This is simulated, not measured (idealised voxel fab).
process module | voxel tone inversion
cross-section cut | 285 nm wide | cells 5 nm
A cross-section is a grid of square cells, given in bands from the top down. A band is one or more rows of cells.
Each band's line starts with the height of the band's top and of its bottom, in nm. Then come its materials from left to right, each with its width in nm. One material with "throughout" fills the band from edge to edge. "air" is empty space.
Height 0 is the level under which the wafer as received is all one material. The lowest band goes on downwards, as in "0 down".
A width such as "30 to 40" changes by the same amount from each row of cells to the next, from the band's top row to its bottom row.
"no change" after a step means that no cell of the cross-section changed.
closed voids: empty space of 8 cells or more with no open way to the top, each as width x height at its distance from the left edge, in nm
after a step's settings: what the simulator itself notes on the step
overlay nm, on a step with a mask: how far to the right of its planned place the mask lay; to the left if negative
plan
1 op RECEIVE | material Si
2 op CONFORMAL_DEP | material SiN | thk nm 5
3 op DIRECTIONAL_DEP | material aC | thk nm 20
4 op PATTERN | tone cover | mask id POSTS | material resist | width nm 15 | pitch nm 45 | thk nm 30 | overlay nm 0
5 op DIRECTIONAL_ETCH | etch materials aC | depth nm 20
6 op STRIP | etch materials resist
7 op FILL_DEP | material lowk | thk nm 10
8 op CMP | height nm 25
9 op STRIP | etch materials aC
first wafer, as planned
as received, after step 1
  0 down: Si throughout
  closed voids: none
after step 2
  5 to 0: SiN throughout
  below 0: unchanged
after step 3
  25 to 5: aC throughout
  below 5: unchanged
after step 4
  55 to 25: air 110 | resist 15 | air 30 | resist 15 | air 115
  below 25: unchanged
after step 5
  35 to 25: air 110 | resist 15 | air 30 | resist 15 | air 115
  25 to 5: air 110 | aC 15 | air 30 | aC 15 | air 115
  below 5: unchanged
after step 6
  25 to 5: air 110 | aC 15 | air 30 | aC 15 | air 115
  below 5: unchanged
after step 7
  35 to 25: lowk throughout
  25 to 5: lowk 110 | aC 15 | lowk 30 | aC 15 | lowk 115
  below 5: unchanged
after step 8
  25 to 5: lowk 110 | aC 15 | lowk 30 | aC 15 | lowk 115
  below 5: unchanged
after step 9
  25 to 5: lowk 110 | air 15 | lowk 30 | air 15 | lowk 115
  below 5: unchanged
second wafer: like start, like plan, one mistake. Through step 3 it matches the first wafer
when step 4 should have ended
  55 to 25: resist 110 | air 15 | resist 30 | air 15 | resist 115
  below 25: unchanged
when step 5 should have ended
  35 to 25: resist 110 | air 15 | resist 30 | air 15 | resist 115
  25 to 5: aC 110 | air 15 | aC 30 | air 15 | aC 115
  below 5: unchanged
when step 6 should have ended
  25 to 5: aC 110 | air 15 | aC 30 | air 15 | aC 115
  below 5: unchanged
when step 7 should have ended
  35 to 25: lowk throughout
  25 to 5: aC 110 | lowk 15 | aC 30 | lowk 15 | aC 115
  below 5: unchanged
when step 8 should have ended
  25 to 5: aC 110 | lowk 15 | aC 30 | lowk 15 | aC 115
  below 5: unchanged
when step 9 should have ended
  25 to 5: air 110 | lowk 15 | air 30 | lowk 15 | air 115
  below 5: unchanged
what went wrong: step 4 ran as: op PATTERN | tone open | mask id POSTS | material resist | width nm 15 | pitch nm 45 | thk nm 30 | overlay nm 0
at the end the second wafer has, in cells: 180 fewer of lowk
